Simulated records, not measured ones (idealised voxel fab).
Proc. module: voxel fin reveal
Displayed cross-section: cut, width of 170 nm, square cells sized 5 nm.
How to read a cross-section here: the picture is a grid of square cells, written as bands going from the top down, and any band can span one or more rows of cells.
Per band: top height and bottom height in nm, followed by the left-to-right materials and their widths in nm; "edge to edge" marks a single material spanning edge to edge, "empty" marks empty space.
Counting heights begins at 0, where everything beneath is, in the wafer as received, one material. The lowest band has no bottom; it goes on downwards, as "0 -> down" shows.
A width such as "30 to 40" changes by the same amount from each row of cells to the next, from the band's top row to its bottom row.
Step marked "identical to before"? Then no cell in the cross-section changed in it.
Voids not open to the top, 8 cells minimum: see "Unvented voids". Written width x height at distance; distance is from the left edge; nm.
If you see something after the settings on a step's line, that's the simulator's own remark about that step.
"overlay nm", when on a step's line for a step with a mask, measures how far to the right of its planned place the mask lay; a negative measure means to the left.

[Process steps foreseen in the plan]
| 1 | RECEIVE [material Si] |
| 2 | CONFORMAL_DEP [material SiN] [thk nm 5] |
| 3 | PATTERN [tone cover] [mask id FINS] [material resist] [width nm 15] [pitch nm 35] [thk nm 15] [overlay nm 0] |
| 4 | DIRECTIONAL_ETCH [etch materials SiN] [depth nm 5] |
| 5 | DIRECTIONAL_ETCH [etch materials Si] [depth nm 40] |
| 6 | STRIP [etch materials resist] |
| 7 | OXIDIZE [depth nm 5] |
| 8 | FILL_DEP [material SiO2] [thk nm 5] |
| 9 | CMP [height nm 5] |
| 10 | SELECTIVE_ETCH [etch materials SiO2] [depth nm 30] |
| 11 | STRIP [etch materials SiN] |
| 12 | CONFORMAL_DEP [material HfO2] [thk nm 5] |

[Delivered wafer in cross-section: state after step 1]
0 -> down = Si edge to edge
Unvented voids: none

[Cross-sectional result after module completion. Note: starting condition and plan are unchanged from above; one processing mistake was made]
5 -> 0 = 40 empty  20 HfO2  15 empty  20 HfO2  15 empty  20 HfO2  40 empty
0 -> -20 = 40 empty  5 HfO2  10 Si  5 HfO2  15 empty  5 HfO2  10 Si  5 HfO2  15 empty  5 HfO2  10 Si  5 HfO2  40 empty
-20 -> -25 = 45 HfO2  10 Si  25 HfO2  10 Si  25 HfO2  10 Si  45 HfO2
-25 -> -45 = 45 SiO2  10 Si  25 SiO2  10 Si  25 SiO2  10 Si  45 SiO2
-45 -> down = Si edge to edge
Unvented voids: none
What was done differently from what was planned? step 3 went in with a setting other than planned; the actual run was PATTERN [tone cover] [mask id FINS] [material resist] [width nm 20] [pitch nm 35] [thk nm 15] [overlay nm 0]
